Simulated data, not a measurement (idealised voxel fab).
This is a process module. Its name is voxel transistor to metal.
The cross-section on display is named cut; it measures 170 nm wide, and its cells are 5 nm squares.
The cross-sections in this document take the form of a grid made of square cells. They are written out as bands, in order from top to bottom. Each band consists of one or more rows of cells.
Each band's line starts with the height of the band's top and of its bottom, in nm. Then come its materials from left to right, each with its width in nm. One material with "throughout" fills the band from edge to edge. "air" is empty space.
Heads up on the height convention: 0 is the point under which the incoming wafer is all one material, and the lowest band has no bottom, it just keeps going down, like "0 -> down".
With a width like "30->40", each row of cells in the band differs from the next by the same amount, the top row carrying the first number and the bottom row the second.
The cross-section has no changed cell in any step marked "nothing altered".
"Closed void catalog" enumerates empty spaces isolated from the top, with no open way to it, that contain at least 8 cells, giving each as width x height at distance from the left edge, all three in nm.
Heads up: the bit after the settings on a step's line is the simulator's remark on that step.
The setting "overlay nm" may be written on the line of a step. When the step uses a mask, the value reports how far to the right of the planned place the mask lay, and a negative value reports that it lay to the left.

LIST OF PLANNED PROCESS STEPS
| 1 | RECEIVE (material Si) |
| 2 | CONFORMAL_DEP (material SiO2; thk nm 5) |
| 3 | CONFORMAL_DEP (material SiN; thk nm 15) |
| 4 | DIRECTIONAL_DEP (material aC; thk nm 10) |
| 5 | PATTERN (tone cover; mask id ACTIVE; material resist; width nm 130; thk nm 30; overlay nm 0) |
| 6 | DIRECTIONAL_ETCH (etch materials aC; depth nm 10) |
| 7 | STRIP (etch materials resist) |
| 8 | DIRECTIONAL_ETCH (etch materials SiN; depth nm 15) |
| 9 | DIRECTIONAL_ETCH (etch materials SiO2; depth nm 5) |
| 10 | DIRECTIONAL_ETCH (etch materials Si; depth nm 30) |
| 11 | STRIP (etch materials aC) |
| 12 | OXIDIZE (depth nm 5) |
| 13 | FILL_DEP (material SiO2; thk nm 5) |
| 14 | CMP (height nm 20) |
| 15 | SELECTIVE_ETCH (etch materials SiO2; depth nm 5) |
| 16 | STRIP (etch materials SiN) |
| 17 | SELECTIVE_ETCH (etch materials SiO2; depth nm 5) |
| 18 | OXIDIZE (depth nm 5) |
| 19 | DIRECTIONAL_DEP (material polySi; thk nm 30) |
| 20 | DIRECTIONAL_DEP (material SiCN; thk nm 10) |
| 21 | MASKED_ETCH (tone cover; mask id GATE; width nm 30; etch materials SiCN; depth nm 20; overlay nm 0) |
| 22 | MASKED_ETCH (tone cover; mask id GATE; width nm 30; etch materials polySi; depth nm 40; overlay nm 0) |
| 23 | CONFORMAL_DEP (material SiO2; thk nm 5) |
| 24 | DIRECTIONAL_ETCH (etch materials SiO2; depth nm 5) |
| 25 | CONFORMAL_DEP (material SiN; thk nm 10) |
| 26 | DIRECTIONAL_ETCH (etch materials SiN; depth nm 10) |
| 27 | DIRECTIONAL_ETCH (etch materials SiO2; depth nm 5) |
| 28 | EPI (material pSi; thk nm 5) |
| 29 | FILL_DEP (material SiO2; thk nm 10) |
| 30 | CMP (height nm 30) |
| 31 | STRIP (etch materials polySi) |
| 32 | SELECTIVE_ETCH (etch materials SiO2; depth nm 5) |
| 33 | CONFORMAL_DEP (material HfO2; thk nm 5) |
| 34 | CONFORMAL_DEP (material TiN; thk nm 5) |
| 35 | FILL_DEP (material W; thk nm 10) |
| 36 | CMP (height nm 25) |
| 37 | DIRECTIONAL_DEP (material SiO2; thk nm 15) |
| 38 | MASKED_ETCH (tone open; mask id CONTACT; width nm 20; pitch nm 90; etch materials SiO2; depth nm 40; overlay nm 0) |
| 39 | CONFORMAL_DEP (material TiN; thk nm 5) |
| 40 | FILL_DEP (material Ru; thk nm 5) |
| 41 | CMP (height nm 40) |
| 42 | CONFORMAL_DEP (material SiN; thk nm 5) |
| 43 | DIRECTIONAL_DEP (material lowk; thk nm 15) |
| 44 | PATTERN (tone open; mask id METAL_1; material resist; width nm 20; pitch nm 90; thk nm 20; overlay nm 0) |
| 45 | DIRECTIONAL_ETCH (etch materials lowk; depth nm 15) |
| 46 | DIRECTIONAL_ETCH (etch materials SiN; depth nm 5) |
| 47 | STRIP (etch materials resist) |
| 48 | CONFORMAL_DEP (material TiN; thk nm 5) |
| 49 | FILL_DEP (material Cu; thk nm 5) |
| 50 | CMP (height nm 60) |
| 51 | CONFORMAL_DEP (material SiCN; thk nm 5) |
| 52 | DIRECTIONAL_DEP (material SiO2; thk nm 30) |
| 53 | PATTERN (tone open; mask id METAL_2; material resist; width nm 20; pitch nm 90; thk nm 20; overlay nm 0) |
| 54 | DIRECTIONAL_ETCH (etch materials SiO2; depth nm 20) |
| 55 | STRIP (etch materials resist) |
| 56 | DIRECTIONAL_DEP (material aC; thk nm 10) |
| 57 | PATTERN (tone open; mask id METAL_2_HOLES; material resist; width nm 15; pitch nm 90; thk nm 30; overlay nm 0) |
| 58 | DIRECTIONAL_ETCH (etch materials aC; depth nm 10) |
| 59 | STRIP (etch materials resist) |
| 60 | DIRECTIONAL_ETCH (etch materials SiO2; depth nm 10) |
| 61 | DIRECTIONAL_ETCH (etch materials SiCN; depth nm 5) |
| 62 | STRIP (etch materials aC) |
| 63 | CONFORMAL_DEP (material TiN; thk nm 5) |
| 64 | FILL_DEP (material Cu; thk nm 10) |
| 65 | CMP (height nm 95) |
| 66 | CONFORMAL_DEP (material SiCN; thk nm 5) |

RECEIVED-STATE CROSS-SECTION, REFLECTING COMPLETION OF STEP 1
	0 -> down: Si throughout
	Closed void catalog: none

END STATE OF THE MODULE IN CROSS-SECTION, GIVEN THE ABOVE STARTING POINT AND PLAN AND ONE MISTAKE IN EXECUTION
	100 -> 95: SiCN throughout
	95 -> 90: Cu throughout
	90 -> 85: 35 nm TiN  10 nm Cu  80 nm TiN  10 nm Cu  35 nm TiN
	85 -> 75: 30 nm SiO2  5 nm TiN  10->5 nm Cu  5->10 nm TiN  70 nm SiO2  5 nm TiN  10->5 nm Cu  5->10 nm TiN  30 nm SiO2
	75 -> 65: 30 nm SiO2  5 nm TiN  5 nm Cu  5 nm TiN  75 nm SiO2  5 nm TiN  5 nm Cu  5 nm TiN  35 nm SiO2
	65 -> 60: 30 nm SiCN  15 nm TiN  75 nm SiCN  15 nm TiN  35 nm SiCN
	60 -> 45: 30 nm lowk  5 nm TiN  10 nm Cu  5 nm TiN  70 nm lowk  5 nm TiN  10 nm Cu  5 nm TiN  30 nm lowk
	45 -> 40: 30 nm SiN  20 nm TiN  70 nm SiN  20 nm TiN  30 nm SiN
	40 -> 25: 30 nm SiO2  5 nm TiN  10 nm Ru  5 nm TiN  70 nm SiO2  5 nm TiN  10 nm Ru  5 nm TiN  30 nm SiO2
	25 -> 10: 30 nm SiO2  5 nm TiN  10 nm Ru  5 nm TiN  5 nm SiO2  10 nm SiN  5 nm HfO2  5 nm TiN  20 nm W  5 nm TiN  5 nm HfO2  10 nm SiN  5 nm SiO2  5 nm TiN  10 nm Ru  5 nm TiN  30 nm SiO2
	10 -> 5: 20 nm SiO2  10 nm SiN  5 nm TiN  10 nm Ru  5 nm TiN  5 nm SiO2  10 nm SiN  5 nm HfO2  5 nm TiN  20 nm W  5 nm TiN  5 nm HfO2  10 nm SiN  5 nm SiO2  5 nm TiN  10 nm Ru  5 nm TiN  10 nm SiN  20 nm SiO2
	5 -> 0: 20 nm SiO2  10 nm SiN  20 nm TiN  5 nm SiO2  10 nm SiN  5 nm HfO2  30 nm TiN  5 nm HfO2  10 nm SiN  5 nm SiO2  20 nm TiN  10 nm SiN  20 nm SiO2
	0 -> -5: 30 nm SiO2  25 nm pSi  10 nm SiO2  40 nm HfO2  10 nm SiO2  25 nm pSi  30 nm SiO2
	-5 -> -35: 25 nm SiO2  120 nm Si  25 nm SiO2
	-35 -> down: Si throughout
	Closed void catalog: none
What was done differently from what was planned? steps 55 and 56 run out of order (swapped)
